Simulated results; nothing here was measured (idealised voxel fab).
Process module in this document: voxel transistor to metal
FYI the section here is cut, 205 nm wide, cells are 5 nm squares.
Cross-section format: a grid of square cells, given as bands from top to bottom; each band is one or more rows of cells. Read a band's entry like this: the first values are the height of its top and the height of its bottom in nm, and what follows is the sequence of materials from left to right, each with its width in nm. Note that "blank" is empty space, and that a single material marked "throughout" reaches across the band from edge to edge. Measure heights from 0. That's the level where, below it, the as-received wafer is all one material. The lowest band is bottomless and extends downward; write it as in "z 0 and below". Width: "30..40" (first number = top row, second number = bottom row, same change from row to row of cells). No cell of the cross-section changed in a step that is given as "remains unaltered". The list in "Sealed voids" covers empty spaces of 8 cells or more that cannot reach the top through any open way, and it gives each as width x height at distance; the distance is from the left edge, and width, height and distance are in nm. It should be noted that, on the line of a given step, the content following the step's settings is a remark produced by the simulator itself with respect to that step. Among the settings permitted on a step's line is "overlay nm"; applied to a step with a mask, it specifies the extent to which the mask lay to the right of its planned position, whereas a negative figure signifies a position to the left. Structure of the following material. The material consists of pairs of cross-sections. Each pair comprises the cross-section before one process step and the cross-section after that step, the latter shown only down to the lowest band that changed. The step between the cross-sections is specified beneath each pair, including its settings. Pairs are not necessarily consecutive: they may derive from different runs of this module performed on the same starting wafer. Continuity with the pair above is to be assumed only where the entry headed "Pre-step geometry" of the pair in question states it.
PRE-STEP GEOMETRY
* z 50 to 35: SiO2 55 nm; blank 30 nm; SiO2 30 nm; blank 30 nm; SiO2 60 nm
* z 35 to 25: SiO2 55 nm; blank 20 nm; SiN 10 nm; SiO2 5 nm; SiCN 20 nm; SiO2 5 nm; SiN 10 nm; blank 20 nm; SiO2 60 nm
* z 25 to 0: SiO2 55 nm; blank 20 nm; SiN 10 nm; SiO2 5 nm; polySi 20 nm; SiO2 5 nm; SiN 10 nm; blank 20 nm; SiO2 60 nm
* z 0 to -5: SiO2 50 nm; pSi 25 nm; SiO2 50 nm; pSi 30 nm; SiO2 50 nm
* z -5 to -40: SiO2 55 nm; Si 95 nm; SiO2 55 nm
* z -40 and below: Si throughout
* Sealed voids: none
SECTIONAL VIEW, POST-PROCESS
* z 55 to 50: TiN 60 nm; blank 20 nm; TiN 40 nm; blank 20 nm; TiN 65 nm
* z 50 to 40: SiO2 55 nm; TiN 5 nm; blank 20 nm; TiN 5 nm; SiO2 30 nm; TiN 5 nm; blank 20 nm; TiN 5 nm; SiO2 60 nm
* z 40 to 35: SiO2 55 nm; TiN 5 nm; blank 10 nm; TiN 15 nm; SiO2 30 nm; TiN 15 nm; blank 10 nm; TiN 5 nm; SiO2 60 nm
* z 35 to 25: SiO2 55 nm; TiN 5 nm; blank 10 nm; TiN 5 nm; SiN 10 nm; SiO2 5 nm; SiCN 20 nm; SiO2 5 nm; SiN 10 nm; TiN 5 nm; blank 10 nm; TiN 5 nm; SiO2 60 nm
* z 25 to 5: SiO2 55 nm; TiN 5 nm; blank 10 nm; TiN 5 nm; SiN 10 nm; SiO2 5 nm; polySi 20 nm; SiO2 5 nm; SiN 10 nm; TiN 5 nm; blank 10 nm; TiN 5 nm; SiO2 60 nm
* z 5 to 0: SiO2 55 nm; TiN 20 nm; SiN 10 nm; SiO2 5 nm; polySi 20 nm; SiO2 5 nm; SiN 10 nm; TiN 20 nm; SiO2 60 nm
* For the remainder of the cross-section, below 0, there is no change.
* Sealed voids: none
What was done to get from the before section above to the after section? op CONFORMAL_DEP | material TiN | thk nm 5
Pre-step geometry: identical to the post-step cross-section of the immediately preceding pair.
SECTIONAL VIEW, POST-PROCESS
* z 60 to 55: Ru throughout
* z 55 to 50: TiN 60 nm; Ru 20 nm; TiN 40 nm; Ru 20 nm; TiN 65 nm
* z 50 to 40: SiO2 55 nm; TiN 5 nm; Ru 20 nm; TiN 5 nm; SiO2 30 nm; TiN 5 nm; Ru 20 nm; TiN 5 nm; SiO2 60 nm
* z 40 to 35: SiO2 55 nm; TiN 5 nm; Ru 10 nm; TiN 15 nm; SiO2 30 nm; TiN 15 nm; Ru 10 nm; TiN 5 nm; SiO2 60 nm
* z 35 to 25: SiO2 55 nm; TiN 5 nm; Ru 10 nm; TiN 5 nm; SiN 10 nm; SiO2 5 nm; SiCN 20 nm; SiO2 5 nm; SiN 10 nm; TiN 5 nm; Ru 10 nm; TiN 5 nm; SiO2 60 nm
* z 25 to 5: SiO2 55 nm; TiN 5 nm; Ru 10 nm; TiN 5 nm; SiN 10 nm; SiO2 5 nm; polySi 20 nm; SiO2 5 nm; SiN 10 nm; TiN 5 nm; Ru 10 nm; TiN 5 nm; SiO2 60 nm
* For the remainder of the cross-section, below 5, there is no change.
* Sealed voids: none
What was done to get from the before section above to the after section? op FILL_DEP | material Ru | thk nm 5
Pre-step geometry: identical to the post-step cross-section of the immediately preceding pair.
SECTIONAL VIEW, POST-PROCESS
* z 50 to 40: SiO2 55 nm; TiN 5 nm; Ru 20 nm; TiN 5 nm; SiO2 30 nm; TiN 5 nm; Ru 20 nm; TiN 5 nm; SiO2 60 nm
* For the remainder of the cross-section, below 40, there is no change.
* Sealed voids: none
What was done to get from the before section above to the after section? op CMP | height nm 50
Pre-step geometry: identical to the post-step cross-section of the immediately preceding pair.
SECTIONAL VIEW, POST-PROCESS
* z 55 to 50: SiCN throughout
* For the remainder of the cross-section, below 50, there is no change.
* Sealed voids: none
What was done to get from the before section above to the after section? op CONFORMAL_DEP | material SiCN | thk nm 5
Pre-step geometry: identical to the post-step cross-section of the immediately preceding pair.
SECTIONAL VIEW, POST-PROCESS
* z 70 to 55: SiO2 throughout
* For the remainder of the cross-section, below 55, there is no change.
* Sealed voids: none
What was done to get from the before section above to the after section? op DIRECTIONAL_DEP | material SiO2 | thk nm 15
Pre-step geometry: identical to the post-step cross-section of the immediately preceding pair.
SECTIONAL VIEW, POST-PROCESS
* z 70 to 55: SiO2 55 nm; blank 15 nm; SiO2 60 nm; blank 15 nm; SiO2 60 nm
* For the remainder of the cross-section, below 55, there is no change.
* Sealed voids: none
What was done to get from the before section above to the after section? op MASKED_ETCH | tone open | mask id METAL_1 | width nm 15 | pitch nm 75 | etch materials SiO2 | depth nm 15 | overlay nm 0
Pre-step geometry: identical to the post-step cross-section of the immediately preceding pair.
SECTIONAL VIEW, POST-PROCESS
* z 70 to 55: SiO2 55 nm; blank 15 nm; SiO2 60 nm; blank 15 nm; SiO2 60 nm
* z 55 to 50: SiCN 55 nm; blank 15 nm; SiCN 60 nm; blank 15 nm; SiCN 60 nm
* For the remainder of the cross-section, below 50, there is no change.
* Sealed voids: none
What was done to get from the before section above to the after section? op MASKED_ETCH | tone open | mask id METAL_1 | width nm 15 | pitch nm 75 | etch materials SiCN | depth nm 5 | overlay nm 0
Pre-step geometry: identical to the post-step cross-section of the immediately preceding pair.
SECTIONAL VIEW, POST-PROCESS
* z 75 to 70: TiN 60 nm; blank 5 nm; TiN 70 nm; blank 5 nm; TiN 65 nm
* z 70 to 55: SiO2 55 nm; TiN 5 nm; blank 5 nm; TiN 5 nm; SiO2 60 nm; TiN 5 nm; blank 5 nm; TiN 5 nm; SiO2 60 nm
* z 55 to 50: SiCN 55 nm; TiN 15 nm; SiCN 60 nm; TiN 15 nm; SiCN 60 nm
* For the remainder of the cross-section, below 50, there is no change.
* Sealed voids: none
What was done to get from the before section above to the after section? op CONFORMAL_DEP | material TiN | thk nm 5
Pre-step geometry: identical to the post-step cross-section of the immediately preceding pair.
SECTIONAL VIEW, POST-PROCESS
* z 85 to 75: Ru throughout
* z 75 to 70: TiN 60 nm; Ru 5 nm; TiN 70 nm; Ru 5 nm; TiN 65 nm
* z 70 to 55: SiO2 55 nm; TiN 5 nm; Ru 5 nm; TiN 5 nm; SiO2 60 nm; TiN 5 nm; Ru 5 nm; TiN 5 nm; SiO2 60 nm
* For the remainder of the cross-section, below 55, there is no change.
* Sealed voids: none
What was done to get from the before section above to the after section? op FILL_DEP | material Ru | thk nm 10
Pre-step geometry: identical to the post-step cross-section of the immediately preceding pair.
SECTIONAL VIEW, POST-PROCESS
* z 70 to 55: SiO2 55 nm; TiN 5 nm; Ru 5 nm; TiN 5 nm; SiO2 60 nm; TiN 5 nm; Ru 5 nm; TiN 5 nm; SiO2 60 nm
* For the remainder of the cross-section, below 55, there is no change.
* Sealed voids: none
What was done to get from the before section above to the after section? op CMP | height nm 70
Pre-step geometry: identical to the post-step cross-section of the immediately preceding pair.
SECTIONAL VIEW, POST-PROCESS
* z 75 to 70: SiCN throughout
* For the remainder of the cross-section, below 70, there is no change.
* Sealed voids: none
What was done to get from the before section above to the after section? op CONFORMAL_DEP | material SiCN | thk nm 5
Pre-step geometry: identical to the post-step cross-section of the immediately preceding pair.
SECTIONAL VIEW, POST-PROCESS
* z 105 to 75: SiO2 throughout
* For the remainder of the cross-section, below 75, there is no change.
* Sealed voids: none
What was done to get from the before section above to the after section? op DIRECTIONAL_DEP | material SiO2 | thk nm 30
Pre-step geometry: identical to the post-step cross-section of the immediately preceding pair.
SECTIONAL VIEW, POST-PROCESS
* z 120 to 105: resist 55 nm; blank 15 nm; resist 60 nm; blank 15 nm; resist 60 nm
* For the remainder of the cross-section, below 105, there is no change.
* Sealed voids: none
What was done to get from the before section above to the after section? op PATTERN | tone open | mask id METAL_2 | material resist | width nm 15 | pitch nm 75 | thk nm 15 | overlay nm 0
Pre-step geometry: identical to the post-step cross-section of the immediately preceding pair.
SECTIONAL VIEW, POST-PROCESS
* z 120 to 105: resist 55 nm; blank 15 nm; resist 60 nm; blank 15 nm; resist 60 nm
* z 105 to 85: SiO2 55 nm; blank 15 nm; SiO2 60 nm; blank 15 nm; SiO2 60 nm
* For the remainder of the cross-section, below 85, there is no change.
* Sealed voids: none
What was done to get from the before section above to the after section? op DIRECTIONAL_ETCH | etch materials SiO2 | depth nm 20
Pre-step geometry: identical to the post-step cross-section of the immediately preceding pair.
SECTIONAL VIEW, POST-PROCESS
* z 105 to 85: SiO2 55 nm; blank 15 nm; SiO2 60 nm; blank 15 nm; SiO2 60 nm
* For the remainder of the cross-section, below 85, there is no change.
* Sealed voids: none
What was done to get from the before section above to the after section? op STRIP | etch materials resist
Pre-step geometry: identical to the post-step cross-section of the immediately preceding pair.
SECTIONAL VIEW, POST-PROCESS
* z 105 to 75: SiO2 55 nm; blank 15 nm; SiO2 60 nm; blank 15 nm; SiO2 60 nm
* For the remainder of the cross-section, below 75, there is no change.
* Sealed voids: none
What was done to get from the before section above to the after section? op MASKED_ETCH | tone open | mask id METAL_2_HOLES | width nm 15 | pitch nm 75 | etch materials SiO2 | depth nm 10 | overlay nm 0
Pre-step geometry: identical to the post-step cross-section of the immediately preceding pair.
SECTIONAL VIEW, POST-PROCESS
* z 105 to 75: SiO2 55 nm; blank 15 nm; SiO2 60 nm; blank 15 nm; SiO2 60 nm
* z 75 to 70: SiCN 55 nm; blank 15 nm; SiCN 60 nm; blank 15 nm; SiCN 60 nm
* For the remainder of the cross-section, below 70, there is no change.
* Sealed voids: none
What was done to get from the before section above to the after section? op MASKED_ETCH | tone open | mask id METAL_2_HOLES | width nm 15 | pitch nm 75 | etch materials SiCN | depth nm 5 | overlay nm 0
Pre-step geometry: identical to the post-step cross-section of the immediately preceding pair.
SECTIONAL VIEW, POST-PROCESS
* z 110 to 105: TiN 60 nm; blank 5 nm; TiN 70 nm; blank 5 nm; TiN 65 nm
* z 105 to 75: SiO2 55 nm; TiN 5 nm; blank 5 nm; TiN 5 nm; SiO2 60 nm; TiN 5 nm; blank 5 nm; TiN 5 nm; SiO2 60 nm
* z 75 to 70: SiCN 55 nm; TiN 15 nm; SiCN 60 nm; TiN 15 nm; SiCN 60 nm
* For the remainder of the cross-section, below 70, there is no change.
* Sealed voids: none
What was done to get from the before section above to the after section? op CONFORMAL_DEP | material TiN | thk nm 5
Pre-step geometry: identical to the post-step cross-section of the immediately preceding pair.
SECTIONAL VIEW, POST-PROCESS
* z 120 to 110: Ru throughout
* z 110 to 105: TiN 60 nm; Ru 5 nm; TiN 70 nm; Ru 5 nm; TiN 65 nm
* z 105 to 75: SiO2 55 nm; TiN 5 nm; Ru 5 nm; TiN 5 nm; SiO2 60 nm; TiN 5 nm; Ru 5 nm; TiN 5 nm; SiO2 60 nm
* For the remainder of the cross-section, below 75, there is no change.
* Sealed voids: none
What was done to get from the before section above to the after section? op FILL_DEP | material Ru | thk nm 10
Pre-step geometry: identical to the post-step cross-section of the immediately preceding pair.
SECTIONAL VIEW, POST-PROCESS
* z 105 to 75: SiO2 55 nm; TiN 5 nm; Ru 5 nm; TiN 5 nm; SiO2 60 nm; TiN 5 nm; Ru 5 nm; TiN 5 nm; SiO2 60 nm
* For the remainder of the cross-section, below 75, there is no change.
* Sealed voids: none
What was done to get from the before section above to the after section? op CMP | height nm 105
Pre-step geometry: identical to the post-step cross-section of the immediately preceding pair.
SECTIONAL VIEW, POST-PROCESS
* z 110 to 105: SiCN throughout
* For the remainder of the cross-section, below 105, there is no change.
* Sealed voids: none
What was done to get from the before section above to the after section? op CONFORMAL_DEP | material SiCN | thk nm 5
PRE-STEP GEOMETRY
* z 105 to 75: SiO2 throughout
* z 75 to 70: SiCN throughout
* z 70 to 55: SiO2 55 nm; TiN 5 nm; Ru 5 nm; TiN 5 nm; SiO2 60 nm; TiN 5 nm; Ru 5 nm; TiN 5 nm; SiO2 60 nm
* z 55 to 50: SiCN 55 nm; TiN 15 nm; SiCN 60 nm; TiN 15 nm; SiCN 60 nm
* z 50 to 40: SiO2 55 nm; TiN 5 nm; Ru 20 nm; TiN 5 nm; SiO2 30 nm; TiN 5 nm; Ru 20 nm; TiN 5 nm; SiO2 60 nm
* z 40 to 35: SiO2 55 nm; TiN 5 nm; Ru 10 nm; TiN 15 nm; SiO2 30 nm; TiN 15 nm; Ru 10 nm; TiN 5 nm; SiO2 60 nm
* z 35 to 25: SiO2 55 nm; TiN 5 nm; Ru 10 nm; TiN 5 nm; SiN 10 nm; SiO2 5 nm; SiCN 20 nm; SiO2 5 nm; SiN 10 nm; TiN 5 nm; Ru 10 nm; TiN 5 nm; SiO2 60 nm
* z 25 to 5: SiO2 55 nm; TiN 5 nm; Ru 10 nm; TiN 5 nm; SiN 10 nm; SiO2 5 nm; polySi 20 nm; SiO2 5 nm; SiN 10 nm; TiN 5 nm; Ru 10 nm; TiN 5 nm; SiO2 60 nm
* z 5 to 0: SiO2 55 nm; TiN 20 nm; SiN 10 nm; SiO2 5 nm; polySi 20 nm; SiO2 5 nm; SiN 10 nm; TiN 20 nm; SiO2 60 nm
* z 0 to -5: SiO2 45 nm; pSi 30 nm; SiO2 50 nm; pSi 30 nm; SiO2 50 nm
* z -5 to -40: SiO2 50 nm; Si 100 nm; SiO2 55 nm
* z -40 and below: Si throughout
* Sealed voids: none
SECTIONAL VIEW, POST-PROCESS
* z 120 to 105: resist 50 nm; blank 15 nm; resist 60 nm; blank 15 nm; resist 65 nm
* For the remainder of the cross-section, below 105, there is no change.
* Sealed voids: none
What was done to get from the before section above to the after section? op PATTERN | tone open | mask id METAL_2 | material resist | width nm 15 | pitch nm 75 | thk nm 15 | overlay nm -5
Pre-step geometry: identical to the post-step cross-section of the immediately preceding pair.
SECTIONAL VIEW, POST-PROCESS
* z 120 to 105: resist 50 nm; blank 15 nm; resist 60 nm; blank 15 nm; resist 65 nm
* z 105 to 85: SiO2 50 nm; blank 15 nm; SiO2 60 nm; blank 15 nm; SiO2 65 nm
* For the remainder of the cross-section, below 85, there is no change.
* Sealed voids: none
What was done to get from the before section above to the after section? op DIRECTIONAL_ETCH | etch materials SiO2 | depth nm 20
Pre-step geometry: identical to the post-step cross-section of the immediately preceding pair.
SECTIONAL VIEW, POST-PROCESS
* z 105 to 85: SiO2 50 nm; blank 15 nm; SiO2 60 nm; blank 15 nm; SiO2 65 nm
* For the remainder of the cross-section, below 85, there is no change.
* Sealed voids: none
What was done to get from the before section above to the after section? op STRIP | etch materials resist
Pre-step geometry: identical to the post-step cross-section of the immediately preceding pair.
SECTIONAL VIEW, POST-PROCESS
* z 105 to 95: SiO2 50 nm; blank 20 nm; SiO2 55 nm; blank 20 nm; SiO2 60 nm
* z 95 to 85: SiO2 50 nm; blank 15 nm; SiO2 60 nm; blank 15 nm; SiO2 65 nm
* z 85 to 75: SiO2 55 nm; blank 10 nm; SiO2 65 nm; blank 10 nm; SiO2 65 nm
* For the remainder of the cross-section, below 75, there is no change.
* Sealed voids: none
What was done to get from the before section above to the after section? op MASKED_ETCH | tone open | mask id METAL_2_HOLES | width nm 15 | pitch nm 75 | etch materials SiO2 | depth nm 10 | overlay nm 0
Pre-step geometry: identical to the post-step cross-section of the immediately preceding pair.
SECTIONAL VIEW, POST-PROCESS
* z 105 to 95: SiO2 50 nm; blank 20 nm; SiO2 55 nm; blank 20 nm; SiO2 60 nm
* z 95 to 85: SiO2 50 nm; blank 15 nm; SiO2 60 nm; blank 15 nm; SiO2 65 nm
* z 85 to 75: SiO2 55 nm; blank 10 nm; SiO2 65 nm; blank 10 nm; SiO2 65 nm
* z 75 to 70: SiCN 55 nm; blank 10 nm; SiCN 65 nm; blank 10 nm; SiCN 65 nm
* For the remainder of the cross-section, below 70, there is no change.
* Sealed voids: none
What was done to get from the before section above to the after section? op MASKED_ETCH | tone open | mask id METAL_2_HOLES | width nm 15 | pitch nm 75 | etch materials SiCN | depth nm 5 | overlay nm 0
Pre-step geometry: identical to the post-step cross-section of the immediately preceding pair.
SECTIONAL VIEW, POST-PROCESS
* z 110 to 105: TiN 55 nm; blank 10 nm; TiN 65 nm; blank 10 nm; TiN 65 nm
* z 105 to 95: SiO2 50 nm; TiN 5 nm; blank 10..5 nm; TiN 5..10 nm; SiO2 55 nm; TiN 5 nm; blank 10..5 nm; TiN 5..10 nm; SiO2 60 nm
* z 95 to 90: SiO2 50 nm; TiN 5 nm; blank 5 nm; TiN 5 nm; SiO2 60 nm; TiN 5 nm; blank 5 nm; TiN 5 nm; SiO2 65 nm
* z 90 to 85: SiO2 50 nm; TiN 15 nm; SiO2 60 nm; TiN 15 nm; SiO2 65 nm
* z 85 to 75: SiO2 55 nm; TiN 10 nm; SiO2 65 nm; TiN 10 nm; SiO2 65 nm
* z 75 to 70: SiCN 55 nm; TiN 10 nm; SiCN 65 nm; TiN 10 nm; SiCN 65 nm
* For the remainder of the cross-section, below 70, there is no change.
* Sealed voids: none
What was done to get from the before section above to the after section? op CONFORMAL_DEP | material TiN | thk nm 5
Pre-step geometry: identical to the post-step cross-section of the immediately preceding pair.
SECTIONAL VIEW, POST-PROCESS
* z 120 to 110: Ru throughout
* z 110 to 105: TiN 55 nm; Ru 10 nm; TiN 65 nm; Ru 10 nm; TiN 65 nm
* z 105 to 95: SiO2 50 nm; TiN 5 nm; Ru 10..5 nm; TiN 5..10 nm; SiO2 55 nm; TiN 5 nm; Ru 10..5 nm; TiN 5..10 nm; SiO2 60 nm
* z 95 to 90: SiO2 50 nm; TiN 5 nm; Ru 5 nm; TiN 5 nm; SiO2 60 nm; TiN 5 nm; Ru 5 nm; TiN 5 nm; SiO2 65 nm
* For the remainder of the cross-section, below 90, there is no change.
* Sealed voids: none
What was done to get from the before section above to the after section? op FILL_DEP | material Ru | thk nm 10
Pre-step geometry: identical to the post-step cross-section of the immediately preceding pair.
SECTIONAL VIEW, POST-PROCESS
* z 105 to 95: SiO2 50 nm; TiN 5 nm; Ru 10..5 nm; TiN 5..10 nm; SiO2 55 nm; TiN 5 nm; Ru 10..5 nm; TiN 5..10 nm; SiO2 60 nm
* For the remainder of the cross-section, below 95, there is no change.
* Sealed voids: none
What was done to get from the before section above to the after section? op CMP | height nm 105
Pre-step geometry: identical to the post-step cross-section of the immediately preceding pair.
SECTIONAL VIEW, POST-PROCESS
* z 110 to 105: SiCN throughout
* For the remainder of the cross-section, below 105, there is no change.
* Sealed voids: none
What was done to get from the before section above to the after section? op CONFORMAL_DEP | material SiCN | thk nm 5
PRE-STEP GEOMETRY
* z 70 to 55: SiO2 55 nm; TiN 5 nm; Ru 5 nm; TiN 5 nm; SiO2 60 nm; TiN 5 nm; Ru 5 nm; TiN 5 nm; SiO2 60 nm
* z 55 to 50: SiCN 55 nm; TiN 15 nm; SiCN 60 nm; TiN 15 nm; SiCN 60 nm
* z 50 to 40: SiO2 55 nm; TiN 5 nm; Ru 20 nm; TiN 5 nm; SiO2 30 nm; TiN 5 nm; Ru 20 nm; TiN 5 nm; SiO2 60 nm
* z 40 to 35: SiO2 55 nm; TiN 5 nm; Ru 10 nm; TiN 15 nm; SiO2 30 nm; TiN 15 nm; Ru 10 nm; TiN 5 nm; SiO2 60 nm
* z 35 to 25: SiO2 55 nm; TiN 5 nm; Ru 10 nm; TiN 5 nm; SiN 10 nm; SiO2 5 nm; SiCN 20 nm; SiO2 5 nm; SiN 10 nm; TiN 5 nm; Ru 10 nm; TiN 5 nm; SiO2 60 nm
* z 25 to 5: SiO2 55 nm; TiN 5 nm; Ru 10 nm; TiN 5 nm; SiN 10 nm; SiO2 5 nm; polySi 20 nm; SiO2 5 nm; SiN 10 nm; TiN 5 nm; Ru 10 nm; TiN 5 nm; SiO2 60 nm
* z 5 to 0: SiO2 55 nm; TiN 20 nm; SiN 10 nm; SiO2 5 nm; polySi 20 nm; SiO2 5 nm; SiN 10 nm; TiN 20 nm; SiO2 60 nm
* z 0 to -5: SiO2 45 nm; pSi 30 nm; SiO2 50 nm; pSi 30 nm; SiO2 50 nm
* z -5 to -40: SiO2 50 nm; Si 100 nm; SiO2 55 nm
* z -40 and below: Si throughout
* Sealed voids: none
SECTIONAL VIEW, POST-PROCESS
* z 75 to 70: SiO2 throughout
* For the remainder of the cross-section, below 70, there is no change.
* Sealed voids: none
What was done to get from the before section above to the after section? op CONFORMAL_DEP | material SiO2 | thk nm 5
Pre-step geometry: identical to the post-step cross-section of the immediately preceding pair.
SECTIONAL VIEW, POST-PROCESS
* z 105 to 70: SiO2 throughout
* For the remainder of the cross-section, below 70, there is no change.
* Sealed voids: none
What was done to get from the before section above to the after section? op DIRECTIONAL_DEP | material SiO2 | thk nm 30
Pre-step geometry: identical to the post-step cross-section of the immediately preceding pair.
SECTIONAL VIEW, POST-PROCESS
* z 120 to 105: resist 55 nm; blank 15 nm; resist 60 nm; blank 15 nm; resist 60 nm
* For the remainder of the cross-section, below 105, there is no change.
* Sealed voids: none
What was done to get from the before section above to the after section? op PATTERN | tone open | mask id METAL_2 | material resist | width nm 15 | pitch nm 75 | thk nm 15 | overlay nm 0
Pre-step geometry: identical to the post-step cross-section of the immediately preceding pair.
SECTIONAL VIEW, POST-PROCESS
* z 120 to 105: resist 55 nm; blank 15 nm; resist 60 nm; blank 15 nm; resist 60 nm
* z 105 to 85: SiO2 55 nm; blank 15 nm; SiO2 60 nm; blank 15 nm; SiO2 60 nm
* For the remainder of the cross-section, below 85, there is no change.
* Sealed voids: none
What was done to get from the before section above to the after section? op DIRECTIONAL_ETCH | etch materials SiO2 | depth nm 20
Pre-step geometry: identical to the post-step cross-section of the immediately preceding pair.
SECTIONAL VIEW, POST-PROCESS
* z 105 to 85: SiO2 55 nm; blank 15 nm; SiO2 60 nm; blank 15 nm; SiO2 60 nm
* For the remainder of the cross-section, below 85, there is no change.
* Sealed voids: none
What was done to get from the before section above to the after section? op STRIP | etch materials resist
Pre-step geometry: identical to the post-step cross-section of the immediately preceding pair.
SECTIONAL VIEW, POST-PROCESS
* z 105 to 75: SiO2 55 nm; blank 15 nm; SiO2 60 nm; blank 15 nm; SiO2 60 nm
* For the remainder of the cross-section, below 75, there is no change.
* Sealed voids: none
What was done to get from the before section above to the after section? op MASKED_ETCH | tone open | mask id METAL_2_HOLES | width nm 15 | pitch nm 75 | etch materials SiO2 | depth nm 10 | overlay nm 0
Pre-step geometry: identical to the post-step cross-section of the immediately preceding pair.
SECTIONAL VIEW, POST-PROCESS
* z 110 to 105: TiN 60 nm; blank 5 nm; TiN 70 nm; blank 5 nm; TiN 65 nm
* z 105 to 80: SiO2 55 nm; TiN 5 nm; blank 5 nm; TiN 5 nm; SiO2 60 nm; TiN 5 nm; blank 5 nm; TiN 5 nm; SiO2 60 nm
* z 80 to 75: SiO2 55 nm; TiN 15 nm; SiO2 60 nm; TiN 15 nm; SiO2 60 nm
* For the remainder of the cross-section, below 75, there is no change.
* Sealed voids: none
What was done to get from the before section above to the after section? op CONFORMAL_DEP | material TiN | thk nm 5
Pre-step geometry: identical to the post-step cross-section of the immediately preceding pair.
SECTIONAL VIEW, POST-PROCESS
* z 120 to 110: Ru throughout
* z 110 to 105: TiN 60 nm; Ru 5 nm; TiN 70 nm; Ru 5 nm; TiN 65 nm
* z 105 to 80: SiO2 55 nm; TiN 5 nm; Ru 5 nm; TiN 5 nm; SiO2 60 nm; TiN 5 nm; Ru 5 nm; TiN 5 nm; SiO2 60 nm
* For the remainder of the cross-section, below 80, there is no change.
* Sealed voids: none
What was done to get from the before section above to the after section? op FILL_DEP | material Ru | thk nm 10
Pre-step geometry: identical to the post-step cross-section of the immediately preceding pair.
SECTIONAL VIEW, POST-PROCESS
* z 105 to 80: SiO2 55 nm; TiN 5 nm; Ru 5 nm; TiN 5 nm; SiO2 60 nm; TiN 5 nm; Ru 5 nm; TiN 5 nm; SiO2 60 nm
* For the remainder of the cross-section, below 80, there is no change.
* Sealed voids: none
What was done to get from the before section above to the after section? op CMP | height nm 105
Pre-step geometry: identical to the post-step cross-section of the immediately preceding pair.
SECTIONAL VIEW, POST-PROCESS
* z 110 to 105: SiCN throughout
* For the remainder of the cross-section, below 105, there is no change.
* Sealed voids: none
What was done to get from the before section above to the after section? op CONFORMAL_DEP | material SiCN | thk nm 5
PRE-STEP GEOMETRY
* z 105 to 85: SiO2 55 nm; blank 15 nm; SiO2 60 nm; blank 15 nm; SiO2 60 nm
* z 85 to 75: SiO2 throughout
* z 75 to 70: SiCN throughout
* z 70 to 55: SiO2 55 nm; TiN 5 nm; Ru 5 nm; TiN 5 nm; SiO2 60 nm; TiN 5 nm; Ru 5 nm; TiN 5 nm; SiO2 60 nm
* z 55 to 50: SiCN 55 nm; TiN 15 nm; SiCN 60 nm; TiN 15 nm; SiCN 60 nm
* z 50 to 40: SiO2 55 nm; TiN 5 nm; Ru 20 nm; TiN 5 nm; SiO2 30 nm; TiN 5 nm; Ru 20 nm; TiN 5 nm; SiO2 60 nm
* z 40 to 35: SiO2 55 nm; TiN 5 nm; Ru 10 nm; TiN 15 nm; SiO2 30 nm; TiN 15 nm; Ru 10 nm; TiN 5 nm; SiO2 60 nm
* z 35 to 25: SiO2 55 nm; TiN 5 nm; Ru 10 nm; TiN 5 nm; SiN 10 nm; SiO2 5 nm; SiCN 20 nm; SiO2 5 nm; SiN 10 nm; TiN 5 nm; Ru 10 nm; TiN 5 nm; SiO2 60 nm
* z 25 to 5: SiO2 55 nm; TiN 5 nm; Ru 10 nm; TiN 5 nm; SiN 10 nm; SiO2 5 nm; polySi 20 nm; SiO2 5 nm; SiN 10 nm; TiN 5 nm; Ru 10 nm; TiN 5 nm; SiO2 60 nm
* z 5 to 0: SiO2 55 nm; TiN 20 nm; SiN 10 nm; SiO2 5 nm; polySi 20 nm; SiO2 5 nm; SiN 10 nm; TiN 20 nm; SiO2 60 nm
* z 0 to -5: SiO2 45 nm; pSi 30 nm; SiO2 50 nm; pSi 30 nm; SiO2 50 nm
* z -5 to -40: SiO2 50 nm; Si 100 nm; SiO2 55 nm
* z -40 and below: Si throughout
* Sealed voids: none
SECTIONAL VIEW, POST-PROCESS
* z 95 to 85: SiO2 55 nm; blank 15 nm; SiO2 60 nm; blank 15 nm; SiO2 60 nm
* For the remainder of the cross-section, below 85, there is no change.
* Sealed voids: none
What was done to get from the before section above to the after section? op MASKED_ETCH | tone cover | mask id METAL_2_HOLES | width nm 15 | pitch nm 75 | etch materials SiO2 | depth nm 10 | overlay nm 0
Pre-step geometry: identical to the post-step cross-section of the immediately preceding pair.
SECTIONAL VIEW, POST-PROCESS
* z 100 to 95: TiN 60 nm; blank 5 nm; TiN 70 nm; blank 5 nm; TiN 65 nm
* z 95 to 90: SiO2 55 nm; TiN 5 nm; blank 5 nm; TiN 5 nm; SiO2 60 nm; TiN 5 nm; blank 5 nm; TiN 5 nm; SiO2 60 nm
* z 90 to 85: SiO2 55 nm; TiN 15 nm; SiO2 60 nm; TiN 15 nm; SiO2 60 nm
* For the remainder of the cross-section, below 85, there is no change.
* Sealed voids: none
What was done to get from the before section above to the after section? op CONFORMAL_DEP | material TiN | thk nm 5
Pre-step geometry: identical to the post-step cross-section of the immediately preceding pair.
SECTIONAL VIEW, POST-PROCESS
* z 110 to 100: Ru throughout
* z 100 to 95: TiN 60 nm; Ru 5 nm; TiN 70 nm; Ru 5 nm; TiN 65 nm
* z 95 to 90: SiO2 55 nm; TiN 5 nm; Ru 5 nm; TiN 5 nm; SiO2 60 nm; TiN 5 nm; Ru 5 nm; TiN 5 nm; SiO2 60 nm
* For the remainder of the cross-section, below 90, there is no change.
* Sealed voids: none
What was done to get from the before section above to the after section? op FILL_DEP | material Ru | thk nm 10
Pre-step geometry: identical to the post-step cross-section of the immediately preceding pair.
SECTIONAL VIEW, POST-PROCESS
* z 105 to 100: Ru throughout
* For the remainder of the cross-section, below 100, there is no change.
* Sealed voids: none
What was done to get from the before section above to the after section? op CMP | height nm 105
Pre-step geometry: identical to the post-step cross-section of the immediately preceding pair.
SECTIONAL VIEW, POST-PROCESS
* z 110 to 105: SiCN throughout
* For the remainder of the cross-section, below 105, there is no change.
* Sealed voids: none
What was done to get from the before section above to the after section? op CONFORMAL_DEP | material SiCN | thk nm 5
